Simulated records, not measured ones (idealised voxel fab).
voxel transistor to metal: a process module
Cross-section cut spans 155 nm and uses square cells 5 nm in size.
Cross-section = grid of square cells, listed top down in bands; band = one or more rows.
The entry gives the band's vertical extent as a top height and a bottom height in nm, then its horizontal make-up as materials from left to right, each with a width in nm. "empty" stands for empty space; a single material marked "edge to edge" fills the band edge to edge.
Heads up on the height convention: 0 is the point under which the incoming wafer is all one material, and the lowest band has no bottom, it just keeps going down, like "top 0, no bottom".
The notation "30 to 40" denotes a width that varies across the rows of cells in the band, beginning at the first number in the top row, finishing at the second number in the bottom row, and changing by an identical amount from each row to the next.
Step marked "no alteration"? Then no cell in the cross-section changed in it.
Reported under the label "Closed void register" are the empty spaces having no open way to the top and comprising 8 cells or more; the notation for each is width x height at distance, in which the distance is measured from the left edge and all three values are in nm.
On a step's line, text after the settings is the simulator commenting on that step.
If you see "overlay nm" on a step's line and that step has a mask, it's telling you how far right of where it was planned the mask ended up; a negative number means it went left instead.
# The following list gives the planned process steps
step 1: RECEIVE with material Si
step 2: CONFORMAL_DEP with material SiO2, thk nm 5
step 3: CONFORMAL_DEP with material SiN, thk nm 15
step 4: MASKED_ETCH with tone cover, mask id ACTIVE, width nm 120, etch materials SiN, depth nm 15, overlay nm 0
step 5: MASKED_ETCH with tone cover, mask id ACTIVE, width nm 120, etch materials SiO2, depth nm 5, overlay nm 0
step 6: MASKED_ETCH with tone cover, mask id ACTIVE, width nm 120, etch materials Si, depth nm 20, overlay nm 0
step 7: FILL_DEP with material SiO2, thk nm 5
step 8: CMP with height nm 20
step 9: SELECTIVE_ETCH with etch materials SiO2, depth nm 10
step 10: STRIP with etch materials SiN
step 11: SELECTIVE_ETCH with etch materials SiO2, depth nm 5
step 12: OXIDIZE with depth nm 5
step 13: DIRECTIONAL_DEP with material polySi, thk nm 20
step 14: DIRECTIONAL_DEP with material SiCN, thk nm 15
step 15: PATTERN with tone cover, mask id GATE, material resist, width nm 30, thk nm 15, overlay nm 0
step 16: DIRECTIONAL_ETCH with etch materials SiCN, depth nm 25
step 17: DIRECTIONAL_ETCH with etch materials polySi, depth nm 30
step 18: STRIP with etch materials resist
step 19: CONFORMAL_DEP with material SiN, thk nm 5
step 20: DIRECTIONAL_ETCH with etch materials SiN, depth nm 5
step 21: DIRECTIONAL_ETCH with etch materials SiO2, depth nm 5
step 22: DIRECTIONAL_ETCH with etch materials Si, depth nm 15
step 23: EPI with material SiGe, thk nm 15
step 24: FILL_DEP with material SiO2, thk nm 10
step 25: CMP with height nm 20
step 26: STRIP with etch materials polySi
step 27: SELECTIVE_ETCH with etch materials SiO2, depth nm 5
step 28: CONFORMAL_DEP with material HfO2, thk nm 5
step 29: CONFORMAL_DEP with material TiN, thk nm 5
step 30: FILL_DEP with material W, thk nm 10
step 31: CMP with height nm 15
step 32: DIRECTIONAL_DEP with material SiO2, thk nm 15
step 33: PATTERN with tone open, mask id CONTACT, material resist, width nm 20, pitch nm 80, thk nm 20, overlay nm 0
step 34: DIRECTIONAL_ETCH with etch materials SiO2, depth nm 35
step 35: STRIP with etch materials resist
step 36: CONFORMAL_DEP with material TiN, thk nm 5
step 37: FILL_DEP with material W, thk nm 5
step 38: CMP with height nm 30
step 39: DIRECTIONAL_DEP with material TiN, thk nm 5
step 40: DIRECTIONAL_DEP with material Ru, thk nm 25
step 41: MASKED_ETCH with tone cover, mask id METAL_1, width nm 20, pitch nm 80, etch materials Ru, depth nm 25, overlay nm 0
step 42: MASKED_ETCH with tone cover, mask id METAL_1, width nm 20, pitch nm 80, etch materials TiN, depth nm 5, overlay nm 0
step 43: FILL_DEP with material lowk, thk nm 10
step 44: CMP with height nm 60
step 45: CONFORMAL_DEP with material SiCN, thk nm 5
step 46: DIRECTIONAL_DEP with material SiO2, thk nm 35
step 47: MASKED_ETCH with tone open, mask id METAL_2, width nm 20, pitch nm 80, etch materials SiO2, depth nm 20, overlay nm 0
step 48: DIRECTIONAL_DEP with material aC, thk nm 10
step 49: PATTERN with tone open, mask id METAL_2_HOLES, material resist, width nm 15, pitch nm 80, thk nm 30, overlay nm 0
step 50: DIRECTIONAL_ETCH with etch materials aC, depth nm 10
step 51: STRIP with etch materials resist
step 52: DIRECTIONAL_ETCH with etch materials SiO2, depth nm 15
step 53: DIRECTIONAL_ETCH with etch materials SiCN, depth nm 5
step 54: STRIP with etch materials aC
step 55: CONFORMAL_DEP with material TiN, thk nm 5
step 56: FILL_DEP with material Cu, thk nm 10
step 57: CMP with height nm 100
step 58: CONFORMAL_DEP with material SiCN, thk nm 5
# As-received wafer cross-section (after step 1)
	top 0, no bottom  Si edge to edge
	Closed void register: none
# Cross-sectional result after module completion. Note: starting condition and plan are unchanged from above; one processing mistake was made
	top 105, bottom 100  SiCN edge to edge
	top 100, bottom 85  SiO2 25  TiN 5  Cu 10  TiN 5  SiO2 60  TiN 5  Cu 10  TiN 5  SiO2 30
	top 85, bottom 80  SiO2 25  TiN 5  Cu 5  TiN 10  SiO2 60  TiN 5  Cu 5  TiN 10  SiO2 30
	top 80, bottom 65  SiO2 25  TiN 5  Cu 5  TiN 5  SiO2 65  TiN 5  Cu 5  TiN 5  SiO2 35
	top 65, bottom 60  SiCN 25  TiN 15  SiCN 65  TiN 15  SiCN 35
	top 60, bottom 35  lowk 25  Ru 20  lowk 60  Ru 20  lowk 30
	top 35, bottom 30  lowk 25  TiN 20  lowk 60  TiN 20  lowk 30
	top 30, bottom 20  SiO2 25  TiN 5  W 10  TiN 5  SiO2 60  TiN 5  W 10  TiN 5  SiO2 30
	top 20, bottom 15  SiO2 25  TiN 20  SiO2 60  TiN 20  SiO2 30
	top 15, bottom 10  W 50  TiN 5  HfO2 5  SiN 5  SiO2 20  SiN 5  HfO2 5  TiN 5  W 55
	top 10, bottom 5  TiN 15  W 35  TiN 5  HfO2 5  SiN 5  SiGe 20  SiN 5  HfO2 5  TiN 5  W 35  TiN 20
	top 5, bottom 0  HfO2 10  TiN 45  HfO2 5  SiN 5  SiGe 20  SiN 5  HfO2 5  TiN 45  HfO2 15
	top 0, bottom -5  SiO2 5  HfO2 60  SiGe 20  HfO2 60  SiO2 10
	top -5, bottom -20  SiO2 15  Si 50  SiGe 20  Si 50  SiO2 20
	top -20, no bottom  Si edge to edge
	Closed void register: none
Deviation from plan: step 15 ran with different settings than intended, the actual operation and settings being PATTERN with tone open, mask id GATE, material resist, width nm 30, thk nm 15, overlay nm 0
